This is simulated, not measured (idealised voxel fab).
You're looking at the process module voxel trench capacitor.
Xsec cut, 260 nm wide, square cell size 5 nm.
How to read a cross-section here: the picture is a grid of square cells, written as bands going from the top down, and any band can span one or more rows of cells.
Basically the band line says how high the top is and how high the bottom is, in nm, and then what's in it from left to right, every material with its width in nm. Empty space shows up as "empty", and if a single material carries "everywhere" it runs the full band edge to edge.
All heights in this document are referenced to 0, defined as the level beneath which the wafer, as received, consists entirely of one material. The lowest band is not bounded below; it extends indefinitely downward and is written in the form "top 0, no bottom".
Width "30->40": first value at the band's top row of cells, second value at its bottom row, equal change from row to row.
What does "nothing changed" mean for a step? It means no cell of the cross-section changed in that step.
Enclosed voids (no open way to top), threshold 8 cells or more, entry "Trapped void list", notation width x height at distance, distance from left edge, nm.
Step line, after settings: the simulator's comment on this step.
On any step carrying a mask, the "overlay nm" setting, if present on the step's line, tells how far right of its planned place the mask lay; negative values point to the left.
-- Steps planned for the process
1 RECEIVE with material Si
2 CONFORMAL_DEP with material SiN, thk nm 10
3 DIRECTIONAL_DEP with material aC, thk nm 15
4 PATTERN with tone open, mask id TRENCH, material resist, width nm 30, pitch nm 60, thk nm 35, overlay nm 0
5 DIRECTIONAL_ETCH with etch materials aC, depth nm 15
6 STRIP with etch materials resist
7 DIRECTIONAL_ETCH with etch materials SiN, depth nm 10
8 DIRECTIONAL_ETCH with etch materials Si, depth nm 40
9 STRIP with etch materials aC
10 CONFORMAL_DEP with material HfO2, thk nm 5
11 CONFORMAL_DEP with material TiN, thk nm 5
12 FILL_DEP with material W, thk nm 10
13 CMP with height nm 10
-- Cross-section of the wafer upon arrival, representing the state reached after step 1
* top 0, no bottom: Si everywhere
* Trapped void list: none
-- Cross-sectional result after module completion. Note: starting condition and plan are unchanged from above; one processing mistake was made
* top 10, bottom 0: SiN 25 nm; TiN 5 nm; HfO2 5 nm; W 10 nm; HfO2 5 nm; TiN 5 nm; SiN 30 nm; TiN 5 nm; HfO2 5 nm; W 10 nm; HfO2 5 nm; TiN 5 nm; SiN 30 nm; TiN 5 nm; HfO2 5 nm; W 10 nm; HfO2 5 nm; TiN 5 nm; SiN 30 nm; TiN 5 nm; HfO2 5 nm; W 10 nm; HfO2 5 nm; TiN 5 nm; SiN 25 nm
* top 0, bottom -30: Si 25 nm; TiN 5 nm; HfO2 5 nm; W 10 nm; HfO2 5 nm; TiN 5 nm; Si 30 nm; TiN 5 nm; HfO2 5 nm; W 10 nm; HfO2 5 nm; TiN 5 nm; Si 30 nm; TiN 5 nm; HfO2 5 nm; W 10 nm; HfO2 5 nm; TiN 5 nm; Si 30 nm; TiN 5 nm; HfO2 5 nm; W 10 nm; HfO2 5 nm; TiN 5 nm; Si 25 nm
* top -30, bottom -35: Si 25 nm; TiN 5 nm; HfO2 20 nm; TiN 5 nm; Si 30 nm; TiN 5 nm; HfO2 20 nm; TiN 5 nm; Si 30 nm; TiN 5 nm; HfO2 20 nm; TiN 5 nm; Si 30 nm; TiN 5 nm; HfO2 20 nm; TiN 5 nm; Si 25 nm
* top -35, bottom -40: Si 25 nm; TiN 30 nm; Si 30 nm; TiN 30 nm; Si 30 nm; TiN 30 nm; Si 30 nm; TiN 30 nm; Si 25 nm
* top -40, no bottom: Si everywhere
* Trapped void list: none
Diagnosis: order of steps 10 and 11 inverted relative to the plan
